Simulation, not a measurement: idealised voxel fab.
process module | voxel quadruple lines
cross-section cut | 285 nm wide | cells 5 nm
A cross-section is a grid of square cells, given in bands from the top down. A band is one or more rows of cells.
Each band's line starts with the height of the band's top and of its bottom, in nm. Then come its materials from left to right, each with its width in nm. One material with "throughout" fills the band from edge to edge. "air" is empty space.
Height 0 is the level under which the wafer as received is all one material. The lowest band goes on downwards, as in "0 down".
A width such as "30 to 40" changes by the same amount from each row of cells to the next, from the band's top row to its bottom row.
"no change" after a step means that no cell of the cross-section changed.
closed voids: empty space of 8 cells or more with no open way to the top, each as width x height at its distance from the left edge, in nm
after a step's settings: what the simulator itself notes on the step
overlay nm, on a step with a mask: how far to the right of its planned place the mask lay; to the left if negative
plan
1 op RECEIVE | material Si
2 op CONFORMAL_DEP | material SiO2 | thk nm 10
3 op DIRECTIONAL_DEP | material TiN | thk nm 10
4 op DIRECTIONAL_DEP | material polySi | thk nm 15
5 op DIRECTIONAL_DEP | material aC | thk nm 25
6 op PATTERN | tone cover | mask id MANDREL | material resist | width nm 25 | thk nm 35 | overlay nm 0
7 op DIRECTIONAL_ETCH | etch materials aC | depth nm 25
8 op STRIP | etch materials resist
9 op CONFORMAL_DEP | material SiO2 | thk nm 15
10 op DIRECTIONAL_ETCH | etch materials SiO2 | depth nm 15
11 op STRIP | etch materials aC
12 op DIRECTIONAL_ETCH | etch materials polySi | depth nm 5
13 op STRIP | etch materials SiO2
14 op CONFORMAL_DEP | material SiN | thk nm 5
15 op DIRECTIONAL_ETCH | etch materials SiN | depth nm 5
16 op STRIP | etch materials polySi
17 op DIRECTIONAL_ETCH | etch materials TiN | depth nm 10
18 op STRIP | etch materials SiN
varied across the wafers: depth nm of step 12. The plan shows the first wafer's value. All wafers start alike
first wafer as received, after step 1
  0 down: Si throughout
  closed voids: none
each wafer at the end: cells of each material gained (+) or lost (-) since it was received, then its closed voids
depth nm 5 | +114 SiO2 | closed voids: none
depth nm 10 | +114 SiO2 | closed voids: none
depth nm 15 | +114 SiO2 | +8 TiN | closed voids: none
depth nm 20 | +114 SiO2 | +8 TiN | closed voids: none
depth nm 25 | +114 SiO2 | +8 TiN | closed voids: none
depth nm 30 | +114 SiO2 | +8 TiN | closed voids: none
